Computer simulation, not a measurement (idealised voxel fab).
Herein follows the process module entitled voxel fin reveal.
cross-section cut | 200 nm wide | cells 5 nm
A cross-section is a grid of square cells, given in bands from the top down. A band is one or more rows of cells. Quick guide to a band line: top height, bottom height (nm) up front; then every material left to right with its width in nm. Only one material and it's marked "edge to edge"? Then it fills the band edge to edge. And "air" just means empty space. Heights from 0 (as-received wafer is one material below). Bottom band endless downward, as "from 0 down". So if you see something like "30->40" for the width, read it as the top row of the band sitting at the first number and the bottom row at the second, with every row in between moving by the same amount as the last. Any step labelled "no modifications" changed none of the cells in the cross-section. "Sealed internal cavities" specifies each empty space that is not open to the top and that occupies no fewer than 8 cells, using the form width x height at distance, the distance measured from the left edge and all three quantities in nm. after a step's settings: what the simulator itself notes on the step. Each step line may optionally specify "overlay nm", which for a step with a mask gives the rightward distance between the mask's planned place and where it lay, a negative value indicating the leftward direction.

## Process steps (planned)
1: op RECEIVE | material Si
2: op CONFORMAL_DEP | material SiN | thk nm 5
3: op DIRECTIONAL_DEP | material aC | thk nm 15
4: op PATTERN | tone cover | mask id FINS | material resist | width nm 15 | pitch nm 35 | thk nm 35 | overlay nm 0
5: op DIRECTIONAL_ETCH | etch materials aC | depth nm 15
6: op STRIP | etch materials resist
7: op DIRECTIONAL_ETCH | etch materials SiN | depth nm 5
8: op DIRECTIONAL_ETCH | etch materials Si | depth nm 35
9: op STRIP | etch materials aC
10: op OXIDIZE | depth nm 5
11: op FILL_DEP | material SiO2 | thk nm 15
12: op CMP | height nm 5
13: op SELECTIVE_ETCH | etch materials SiO2 | depth nm 20
14: op STRIP | etch materials SiN
15: op CONFORMAL_DEP | material SiO2 | thk nm 5

## The cross-section here shows the wafer as received, i.e. in its state after step 1
	from 0 down = Si edge to edge
	Sealed internal cavities: none

## Same starting wafer, same plan as above, one mistake in the execution; this is the cross-section at the end of the module
	from 5 to 0 = air=75, SiO2=20, air=15, SiO2=20, air=70
	from 0 to -10 = air=75, SiO2=5, Si=10, SiO2=5, air=15, SiO2=5, Si=10, SiO2=5, air=70
	from -10 to -40 = SiO2=80, Si=10, SiO2=25, Si=10, SiO2=75
	from -40 down = Si edge to edge
	Sealed internal cavities: none
Against the plan, the run slipped here: planned and actual differ for step 4; actual: op PATTERN | tone cover | mask id FINS | material resist | width nm 20 | pitch nm 35 | thk nm 35 | overlay nm 0
